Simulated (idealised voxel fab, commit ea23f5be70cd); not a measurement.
Presented below is a process module, voxel wiring stack.
Xsec cut, 235 nm wide, square cell size 5 nm.
Each cross-section below is a grid of square cells, stated as bands in top-down order, with one or more rows of cells making up each band. In this notation a band is specified by the heights of its top and bottom, in that order and in nm, after which its materials appear from left to right, each paired with its width in nm. The word "everywhere" attached to a single material means that material fills the band from edge to edge; the word "empty" stands for empty space. Height datum 0, below which the as-received substrate wafer is one material. Lowest band open at the bottom, running downward: "from 0 down". Graded width ("30..40"): value in top row of band = first number; value in bottom row = second number; row-to-row change constant. Step note "nothing was modified" = no cross-section cell changed. Closed-off voids of 8+ cells (no open route to the top) go in "Closed void list", written width x height at distance from the left edge, in nm. It should be noted that, on the line of a given step, the content following the step's settings is a remark produced by the simulator itself with respect to that step. You can add "overlay nm" to a step's line. For a step with a mask, it describes how far the mask lay to the right of its planned position, and a negative number describes a lay to the left.

These are the steps we planned for the process:
1: RECEIVE with material Si
2: CONFORMAL_DEP with material SiO2, thk nm 10
3: DIRECTIONAL_DEP with material TiN, thk nm 5
4: DIRECTIONAL_DEP with material W, thk nm 15
5: MASKED_ETCH with tone cover, mask id METAL_1, width nm 20, pitch nm 50, etch materials W, depth nm 15, overlay nm 0
6: MASKED_ETCH with tone cover, mask id METAL_1, width nm 20, pitch nm 50, etch materials TiN, depth nm 5, overlay nm 0
7: FILL_DEP with material SiO2, thk nm 10
8: CMP with height nm 30
9: CONFORMAL_DEP with material SiCN, thk nm 5
10: DIRECTIONAL_DEP with material lowk, thk nm 25
11: MASKED_ETCH with tone open, mask id METAL_2, width nm 20, pitch nm 50, etch materials lowk, depth nm 15, overlay nm 0
12: PATTERN with tone open, mask id METAL_2_HOLES, material resist, width nm 15, pitch nm 50, thk nm 15, overlay nm 0
13: DIRECTIONAL_ETCH with etch materials lowk, depth nm 10
14: DIRECTIONAL_ETCH with etch materials SiCN, depth nm 5
15: STRIP with etch materials resist
16: CONFORMAL_DEP with material TiN, thk nm 5
17: FILL_DEP with material Ru, thk nm 5
18: CMP with height nm 60
19: CONFORMAL_DEP with material SiCN, thk nm 5
20: DIRECTIONAL_DEP with material SiO2, thk nm 20
21: MASKED_ETCH with tone open, mask id PLUG_2, width nm 15, pitch nm 100, etch materials SiO2, depth nm 20, overlay nm 0
22: MASKED_ETCH with tone open, mask id PLUG_2, width nm 15, pitch nm 100, etch materials SiCN, depth nm 5, overlay nm 0
23: CONFORMAL_DEP with material TiN, thk nm 5
24: FILL_DEP with material Cu, thk nm 5
25: CMP with height nm 85
26: CONFORMAL_DEP with material SiN, thk nm 5
27: DIRECTIONAL_DEP with material lowk, thk nm 20
28: DIRECTIONAL_DEP with material aC, thk nm 10
29: PATTERN with tone open, mask id METAL_3, material resist, width nm 20, pitch nm 50, thk nm 30, overlay nm 0
30: DIRECTIONAL_ETCH with etch materials aC, depth nm 10
31: STRIP with etch materials resist
32: DIRECTIONAL_ETCH with etch materials lowk, depth nm 20
33: DIRECTIONAL_ETCH with etch materials SiN, depth nm 5
34: STRIP with etch materials aC
35: CONFORMAL_DEP with material TiN, thk nm 5
36: FILL_DEP with material Cu, thk nm 5
37: CMP with height nm 110
38: EPI with material Ru, thk nm 5
39: FILL_DEP with material SiCN, thk nm 5

So this is the incoming wafer in cross-section - it's already been through step 1:
* from 0 down  Si everywhere
* Closed void list: none

first wafer at the end, as planned:
* from 120 to 115  SiCN everywhere
* from 115 to 110  25 SiCN, then 30 Ru, then 20 SiCN, then 30 Ru, then 20 SiCN, then 30 Ru, then 20 SiCN, then 30 Ru, then 30 SiCN
* from 110 to 90  30 lowk, then 5 TiN, then 10 Cu, then 5 TiN, then 30 lowk, then 5 TiN, then 10 Cu, then 5 TiN, then 30 lowk, then 5 TiN, then 10 Cu, then 5 TiN, then 30 lowk, then 5 TiN, then 10 Cu, then 5 TiN, then 35 lowk
* from 90 to 85  30 SiN, then 20 TiN, then 30 SiN, then 20 TiN, then 30 SiN, then 20 TiN, then 30 SiN, then 20 TiN, then 35 SiN
* from 85 to 65  30 SiO2, then 5 TiN, then 5 Cu, then 5 TiN, then 85 SiO2, then 5 TiN, then 5 Cu, then 5 TiN, then 90 SiO2
* from 65 to 60  30 SiCN, then 15 TiN, then 85 SiCN, then 15 TiN, then 90 SiCN
* from 60 to 50  30 lowk, then 5 TiN, then 10 Ru, then 5 TiN, then 30 lowk, then 5 TiN, then 10 Ru, then 5 TiN, then 30 lowk, then 5 TiN, then 10 Ru, then 5 TiN, then 30 lowk, then 5 TiN, then 10 Ru, then 5 TiN, then 35 lowk
* from 50 to 45  30 lowk, then 5 TiN, then 5 Ru, then 10 TiN, then 30 lowk, then 5 TiN, then 5 Ru, then 10 TiN, then 30 lowk, then 5 TiN, then 5 Ru, then 10 TiN, then 30 lowk, then 5 TiN, then 5 Ru, then 10 TiN, then 35 lowk
* from 45 to 35  30 lowk, then 5 TiN, then 5 Ru, then 5 TiN, then 35 lowk, then 5 TiN, then 5 Ru, then 5 TiN, then 35 lowk, then 5 TiN, then 5 Ru, then 5 TiN, then 35 lowk, then 5 TiN, then 5 Ru, then 5 TiN, then 40 lowk
* from 35 to 30  30 SiCN, then 15 TiN, then 35 SiCN, then 15 TiN, then 35 SiCN, then 15 TiN, then 35 SiCN, then 15 TiN, then 40 SiCN
* from 30 to 15  30 SiO2, then 20 W, then 30 SiO2, then 20 W, then 30 SiO2, then 20 W, then 30 SiO2, then 20 W, then 35 SiO2
* from 15 to 10  30 SiO2, then 20 TiN, then 30 SiO2, then 20 TiN, then 30 SiO2, then 20 TiN, then 30 SiO2, then 20 TiN, then 35 SiO2
* from 10 to 0  SiO2 everywhere
* from 0 down  Si everywhere
* Closed void list: none

Cross-sectional view: second of two wafers, end of module; start and plan identical to the first, one mistake in running:
* from 120 to 115  SiCN everywhere
* from 115 to 110  25 SiCN, then 30 Ru, then 20 SiCN, then 30 Ru, then 20 SiCN, then 30 Ru, then 20 SiCN, then 30 Ru, then 30 SiCN
* from 110 to 105  30 SiN, then 20 TiN, then 30 SiN, then 20 TiN, then 30 SiN, then 20 TiN, then 30 SiN, then 20 TiN, then 35 SiN
* from 105 to 85  lowk everywhere
* from 85 to 65  30 SiO2, then 5 TiN, then 5 Cu, then 5 TiN, then 85 SiO2, then 5 TiN, then 5 Cu, then 5 TiN, then 90 SiO2
* from 65 to 60  30 SiCN, then 15 TiN, then 85 SiCN, then 15 TiN, then 90 SiCN
* from 60 to 50  30 lowk, then 5 TiN, then 10 Ru, then 5 TiN, then 30 lowk, then 5 TiN, then 10 Ru, then 5 TiN, then 30 lowk, then 5 TiN, then 10 Ru, then 5 TiN, then 30 lowk, then 5 TiN, then 10 Ru, then 5 TiN, then 35 lowk
* from 50 to 45  30 lowk, then 5 TiN, then 5 Ru, then 10 TiN, then 30 lowk, then 5 TiN, then 5 Ru, then 10 TiN, then 30 lowk, then 5 TiN, then 5 Ru, then 10 TiN, then 30 lowk, then 5 TiN, then 5 Ru, then 10 TiN, then 35 lowk
* from 45 to 35  30 lowk, then 5 TiN, then 5 Ru, then 5 TiN, then 35 lowk, then 5 TiN, then 5 Ru, then 5 TiN, then 35 lowk, then 5 TiN, then 5 Ru, then 5 TiN, then 35 lowk, then 5 TiN, then 5 Ru, then 5 TiN, then 40 lowk
* from 35 to 30  30 SiCN, then 15 TiN, then 35 SiCN, then 15 TiN, then 35 SiCN, then 15 TiN, then 35 SiCN, then 15 TiN, then 40 SiCN
* from 30 to 15  30 SiO2, then 20 W, then 30 SiO2, then 20 W, then 30 SiO2, then 20 W, then 30 SiO2, then 20 W, then 35 SiO2
* from 15 to 10  30 SiO2, then 20 TiN, then 30 SiO2, then 20 TiN, then 30 SiO2, then 20 TiN, then 30 SiO2, then 20 TiN, then 35 SiO2
* from 10 to 0  SiO2 everywhere
* from 0 down  Si everywhere
* Closed void list: none
Short version of what went wrong: step 27 occupied the plan position of step 26, and the converse holds as well
Final comparison by cell count, materials where the second wafer has more or fewer than the first: Cu -32 | TiN -32 | lowk +64
